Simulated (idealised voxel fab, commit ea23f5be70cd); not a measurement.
A process module follows: voxel ribs on slabs.
This is section cut - it's 280 nm across, gridded in 5 nm square cells.
Each cross-section below is a grid of square cells, stated as bands in top-down order, with one or more rows of cells making up each band.
For a band, the entry starts with two heights in nm, that of the top and then that of the bottom, and carries on with the band's materials in order from left to right, each alongside its width in nm; the word "edge to edge" beside a single material means it fills the band edge to edge, and "empty" means empty space.
Height is counted from the level 0, under which the received wafer is composed throughout of one material. The lowest of the bands is not closed at the bottom but continues downward, in the notation "0 nm and below".
Graded width ("30 to 40"): value in top row of band = first number; value in bottom row = second number; row-to-row change constant.
"remained the same" for a step: no cell of the cross-section changed in that step.
Voids not open to the top, 8 cells minimum: see "Fully closed voids". Written width x height at distance; distance is from the left edge; nm.
Formally, on a step line, whatever follows the settings is a remark that the simulator itself makes on the step.
Steps that use a mask can have "overlay nm" on their line. It says how far the mask sat to the right of where it was meant to be. Negative means to the left.
List of planned process steps
| 1 | RECEIVE | material Si |
| 2 | DIRECTIONAL_DEP | material SiO2 | thk nm 20 |
| 3 | DIRECTIONAL_DEP | material SiN | thk nm 15 |
| 4 | PATTERN | tone cover | mask id RIB | material resist | width nm 15 | thk nm 15 | overlay nm 0 |
| 5 | DIRECTIONAL_ETCH | etch materials SiN | depth nm 5 |
| 6 | STRIP | etch materials resist |
| 7 | DIRECTIONAL_DEP | material aC | thk nm 10 |
| 8 | PATTERN | tone cover | mask id SLAB | material resist | width nm 65 | thk nm 25 | overlay nm 0 |
| 9 | DIRECTIONAL_ETCH | etch materials aC | depth nm 10 |
| 10 | STRIP | etch materials resist |
| 11 | DIRECTIONAL_ETCH | etch materials SiN | depth nm 10 |
| 12 | STRIP | etch materials aC |
| 13 | FILL_DEP | material SiO2 | thk nm 15 |
| 14 | CMP | height nm 45 |
| 15 | DIRECTIONAL_DEP | material W | thk nm 5 |
| 16 | PATTERN | tone cover | mask id HEATER | material resist | width nm 25 | thk nm 20 | overlay nm 0 |
| 17 | DIRECTIONAL_ETCH | etch materials W | depth nm 5 |
| 18 | STRIP | etch materials resist |
| 19 | CONFORMAL_DEP | material SiO2 | thk nm 5 |
Wafer cross-section on receipt, i.e. after step 1
* 0 nm and below  Si edge to edge
* Fully closed voids: none
End-of-module cross-section of the first of two wafers, processed as planned
* 55 nm to 50 nm  empty: 120 / SiO2: 35 / empty: 125
* 50 nm to 45 nm  SiO2: 125 / W: 25 / SiO2: 130
* 45 nm to 35 nm  SiO2 edge to edge
* 35 nm to 30 nm  SiO2: 130 / SiN: 15 / SiO2: 135
* 30 nm to 20 nm  SiO2: 105 / SiN: 65 / SiO2: 110
* 20 nm to 0 nm  SiO2 edge to edge
* 0 nm and below  Si edge to edge
* Fully closed voids: none
End-of-module cross-section of the second wafer: identical starting point and process plan to the first, with one processing mistake
* 55 nm to 50 nm  empty: 120 / SiO2: 35 / empty: 125
* 50 nm to 45 nm  SiO2: 125 / W: 25 / SiO2: 130
* 45 nm to 35 nm  SiO2 edge to edge
* 35 nm to 30 nm  SiO2: 130 / SiN: 15 / SiO2: 135
* 30 nm to 20 nm  SiO2: 110 / SiN: 65 / SiO2: 105
* 20 nm to 0 nm  SiO2 edge to edge
* 0 nm and below  Si edge to edge
* Fully closed voids: none
What broke from the plan during processing? contrary to plan, step 8 was performed as PATTERN | tone cover | mask id SLAB | material resist | width nm 65 | thk nm 25 | overlay nm 5
Both wafers, final: cells per material equal; arrangement not.
